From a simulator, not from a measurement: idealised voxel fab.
You're looking at the process module voxel ribs on slabs.
Square cells of 5 nm make up the cross-section cut, whose width is 290 nm.
If you're reading a cross-section in this doc, picture square cells in a grid; it comes to you as bands, top ones listed first down to the bottom, and a band can be one or more rows of cells.
Read a band's entry like this: the first values are the height of its top and the height of its bottom in nm, and what follows is the sequence of materials from left to right, each with its width in nm. Note that "empty" is empty space, and that a single material marked "all across" reaches across the band from edge to edge.
Heights are expressed relative to 0, this being the level below which the as-received wafer comprises one material exclusively. The lowest band is unbounded in the downward direction and is denoted as in "0 down".
A width given as "30->40" starts at the first number in the band's top row and ends at the second number in its bottom row, shifting by an equal amount at every step from row to row.
A step reported as "no change occurred" is a step in which no cell of the cross-section changed.
Look at "Cavities, closed" for the closed voids: empty spaces with no open path to the top, sized 8 cells or up. Each is width x height at distance, distance from the left edge, all nm.
Where a step's line continues beyond its settings, the continuation is a remark by the simulator itself on that step.
overlay nm: how far to the right of its planned place the mask lay on this masked step (negative: to the left).

## This section lists the process steps that were planned
1,RECEIVE,material Si
2,DIRECTIONAL_DEP,material SiO2,thk nm 20
3,DIRECTIONAL_DEP,material SiN,thk nm 15
4,PATTERN,tone cover,mask id RIB,material resist,width nm 30,thk nm 20,overlay nm 0
5,DIRECTIONAL_ETCH,etch materials SiN,depth nm 10
6,STRIP,etch materials resist
7,PATTERN,tone cover,mask id SLAB,material resist,width nm 60,thk nm 20,overlay nm 0
8,DIRECTIONAL_ETCH,etch materials SiN,depth nm 5
9,STRIP,etch materials resist
10,FILL_DEP,material SiO2,thk nm 25
11,CMP,height nm 55
12,DIRECTIONAL_DEP,material TiN,thk nm 5
13,DIRECTIONAL_DEP,material aC,thk nm 15
14,PATTERN,tone cover,mask id HEATER,material resist,width nm 40,thk nm 30,overlay nm 0
15,DIRECTIONAL_ETCH,etch materials aC,depth nm 15
16,STRIP,etch materials resist
17,DIRECTIONAL_ETCH,etch materials TiN,depth nm 5
18,STRIP,etch materials aC
19,CONFORMAL_DEP,material SiN,thk nm 5

## So, the first of our two wafers, run just as we planned it

## Shown in cross-section is the wafer as received, that is, as it stands after step 1
  0 down | Si all across
  Cavities, closed: none

## Cross-sectional representation of the wafer at the conclusion of step 2
  20 to 0 | SiO2 all across
  Everything under 0 stays put, no change at all.

## Cross-sectional representation of the wafer at the conclusion of step 3
  35 to 20 | SiN all across
  Everything under 20 stays put, no change at all.

## Cross-sectional representation of the wafer at the conclusion of step 4
  55 to 35 | 130 of empty, then 30 of resist, then 130 of empty
  Everything under 35 stays put, no change at all.

## Cross-sectional representation of the wafer at the conclusion of step 5
  55 to 35 | 130 of empty, then 30 of resist, then 130 of empty
  35 to 25 | 130 of empty, then 30 of SiN, then 130 of empty
  Everything under 25 stays put, no change at all.

## Cross-sectional representation of the wafer at the conclusion of step 6
  35 to 25 | 130 of empty, then 30 of SiN, then 130 of empty
  Everything under 25 stays put, no change at all.

## Cross-sectional representation of the wafer at the conclusion of step 7
  55 to 35 | 115 of empty, then 60 of resist, then 115 of empty
  35 to 25 | 115 of empty, then 15 of resist, then 30 of SiN, then 15 of resist, then 115 of empty
  Everything under 25 stays put, no change at all.

## Cross-sectional representation of the wafer at the conclusion of step 8
  55 to 35 | 115 of empty, then 60 of resist, then 115 of empty
  35 to 25 | 115 of empty, then 15 of resist, then 30 of SiN, then 15 of resist, then 115 of empty
  25 to 20 | 115 of empty, then 60 of SiN, then 115 of empty
  Everything under 20 stays put, no change at all.

## Cross-sectional representation of the wafer at the conclusion of step 9
  35 to 25 | 130 of empty, then 30 of SiN, then 130 of empty
  Everything under 25 stays put, no change at all.

## Cross-sectional representation of the wafer at the conclusion of step 10
  60 to 35 | SiO2 all across
  35 to 25 | 130 of SiO2, then 30 of SiN, then 130 of SiO2
  25 to 20 | 115 of SiO2, then 60 of SiN, then 115 of SiO2
  Everything under 20 stays put, no change at all.

## Cross-sectional representation of the wafer at the conclusion of step 11
  55 to 35 | SiO2 all across
  Everything under 35 stays put, no change at all.

## Cross-sectional representation of the wafer at the conclusion of step 12
  60 to 55 | TiN all across
  Everything under 55 stays put, no change at all.

## Cross-sectional representation of the wafer at the conclusion of step 13
  75 to 60 | aC all across
  Everything under 60 stays put, no change at all.

## Cross-sectional representation of the wafer at the conclusion of step 14
  105 to 75 | 125 of empty, then 40 of resist, then 125 of empty
  Everything under 75 stays put, no change at all.

## Cross-sectional representation of the wafer at the conclusion of step 15
  90 to 75 | 125 of empty, then 40 of resist, then 125 of empty
  75 to 60 | 125 of empty, then 40 of aC, then 125 of empty
  Everything under 60 stays put, no change at all.

## Cross-sectional representation of the wafer at the conclusion of step 16
  75 to 60 | 125 of empty, then 40 of aC, then 125 of empty
  Everything under 60 stays put, no change at all.

## Cross-sectional representation of the wafer at the conclusion of step 17
  75 to 60 | 125 of empty, then 40 of aC, then 125 of empty
  60 to 55 | 125 of empty, then 40 of TiN, then 125 of empty
  Everything under 55 stays put, no change at all.

## Cross-sectional representation of the wafer at the conclusion of step 18
  60 to 55 | 125 of empty, then 40 of TiN, then 125 of empty
  Everything under 55 stays put, no change at all.

## Cross-sectional representation of the wafer at the conclusion of step 19
  65 to 60 | 120 of empty, then 50 of SiN, then 120 of empty
  60 to 55 | 125 of SiN, then 40 of TiN, then 125 of SiN
  Everything under 55 stays put, no change at all.

## Here the second wafer is described. Its start and its plan were those of the first wafer. Its run contained one mistake. Up to and including step 6, it did exactly what the first wafer did

## The second wafer in cross-section, at the planned close of step 7
  55 to 35 | 110 of empty, then 70 of resist, then 110 of empty
  35 to 25 | 110 of empty, then 20 of resist, then 30 of SiN, then 20 of resist, then 110 of empty
  Everything under 25 stays put, no change at all.

## The second wafer in cross-section, at the planned close of step 8
  55 to 35 | 110 of empty, then 70 of resist, then 110 of empty
  35 to 25 | 110 of empty, then 20 of resist, then 30 of SiN, then 20 of resist, then 110 of empty
  25 to 20 | 110 of empty, then 70 of SiN, then 110 of empty
  Everything under 20 stays put, no change at all.

## The second wafer in cross-section, at the planned close of step 9
  35 to 25 | 130 of empty, then 30 of SiN, then 130 of empty
  Everything under 25 stays put, no change at all.

## The second wafer in cross-section, at the planned close of step 10
  60 to 35 | SiO2 all across
  35 to 25 | 130 of SiO2, then 30 of SiN, then 130 of SiO2
  25 to 20 | 110 of SiO2, then 70 of SiN, then 110 of SiO2
  Everything under 20 stays put, no change at all.

## The second wafer in cross-section, at the planned close of step 11
  55 to 35 | SiO2 all across
  Everything under 35 stays put, no change at all.

## The second wafer in cross-section, at the planned close of step 12
  60 to 55 | TiN all across
  Everything under 55 stays put, no change at all.

## The second wafer in cross-section, at the planned close of step 13
  75 to 60 | aC all across
  Everything under 60 stays put, no change at all.

## The second wafer in cross-section, at the planned close of step 14
  105 to 75 | 125 of empty, then 40 of resist, then 125 of empty
  Everything under 75 stays put, no change at all.

## The second wafer in cross-section, at the planned close of step 15
  90 to 75 | 125 of empty, then 40 of resist, then 125 of empty
  75 to 60 | 125 of empty, then 40 of aC, then 125 of empty
  Everything under 60 stays put, no change at all.

## The second wafer in cross-section, at the planned close of step 16
  75 to 60 | 125 of empty, then 40 of aC, then 125 of empty
  Everything under 60 stays put, no change at all.

## The second wafer in cross-section, at the planned close of step 17
  75 to 60 | 125 of empty, then 40 of aC, then 125 of empty
  60 to 55 | 125 of empty, then 40 of TiN, then 125 of empty
  Everything under 55 stays put, no change at all.

## The second wafer in cross-section, at the planned close of step 18
  60 to 55 | 125 of empty, then 40 of TiN, then 125 of empty
  Everything under 55 stays put, no change at all.

## The second wafer in cross-section, at the planned close of step 19
  65 to 60 | 120 of empty, then 50 of SiN, then 120 of empty
  60 to 55 | 125 of SiN, then 40 of TiN, then 125 of SiN
  Everything under 55 stays put, no change at all.
Error vs. plan: step 7 deviated from plan and actually ran as PATTERN,tone cover,mask id SLAB,material resist,width nm 70,thk nm 20,overlay nm 0
The second wafer ends with more or fewer cells of some materials than the first, per final count: SiN +2 | SiO2 -2
